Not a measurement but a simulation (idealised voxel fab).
Proc. module: voxel quadruple lines
The cross-section shown here is cut; it is 185 nm wide and divided into square cells measuring 5 nm on a side.
If you're reading a cross-section in this doc, picture square cells in a grid; it comes to you as bands, top ones listed first down to the bottom, and a band can be one or more rows of cells.
Top, bottom (nm), then materials left to right with widths (nm); lone material tagged "everywhere" fills the whole band edge to edge; "blank" = empty space.
Heads up on the height convention: 0 is the point under which the incoming wafer is all one material, and the lowest band has no bottom, it just keeps going down, like "top 0, no bottom".
With a width like "30..40", each row of cells in the band differs from the next by the same amount, the top row carrying the first number and the bottom row the second.
Where the words "changes: none" appear for a step, the cross-section shows no cell changed by that step; every cell remained as before.
Entry "Fully enclosed voids" = empty spaces >= 8 cells with no open way to the top; each as width x height at distance, distance from left edge, all nm.
What comes after the settings on a step's line is commentary from the simulator itself on that step.
overlay nm: on a step with a mask, how far right of its planned place the mask lay; negative means left.
Here's what the planned process steps look like:
1) RECEIVE | material Si
2) CONFORMAL_DEP | material SiO2 | thk nm 10
3) DIRECTIONAL_DEP | material W | thk nm 10
4) DIRECTIONAL_DEP | material polySi | thk nm 20
5) DIRECTIONAL_DEP | material aC | thk nm 20
6) PATTERN | tone cover | mask id MANDREL | material resist | width nm 35 | thk nm 30 | overlay nm 0
7) DIRECTIONAL_ETCH | etch materials aC | depth nm 20
8) STRIP | etch materials resist
9) CONFORMAL_DEP | material SiO2 | thk nm 15
10) DIRECTIONAL_ETCH | etch materials SiO2 | depth nm 15
11) STRIP | etch materials aC
12) DIRECTIONAL_ETCH | etch materials polySi | depth nm 20
13) STRIP | etch materials SiO2
14) CONFORMAL_DEP | material SiCN | thk nm 10
15) DIRECTIONAL_ETCH | etch materials SiCN | depth nm 10
16) STRIP | etch materials polySi
17) DIRECTIONAL_ETCH | etch materials W | depth nm 10
18) STRIP | etch materials SiCN
19) FILL_DEP | material SiO2 | thk nm 10
20) CMP | height nm 20
Cross-sectional view of the wafer in its as-received condition, corresponding to the state after step 1:
- top 0, no bottom | Si everywhere
- Fully enclosed voids: none
Starting structure and process plan are as shown above, but one mistake was made in running the module; the wafer cross-section at the end of the module follows:
- top 20, bottom 10 | 60 SiO2, 10 W, 5 SiO2, 10 W, 15 SiO2, 10 W, 5 SiO2, 10 W, 60 SiO2
- top 10, bottom 0 | SiO2 everywhere
- top 0, no bottom | Si everywhere
- Fully enclosed voids: none
The plan and the run diverged here: step 9 ran as: CONFORMAL_DEP | material SiO2 | thk nm 5
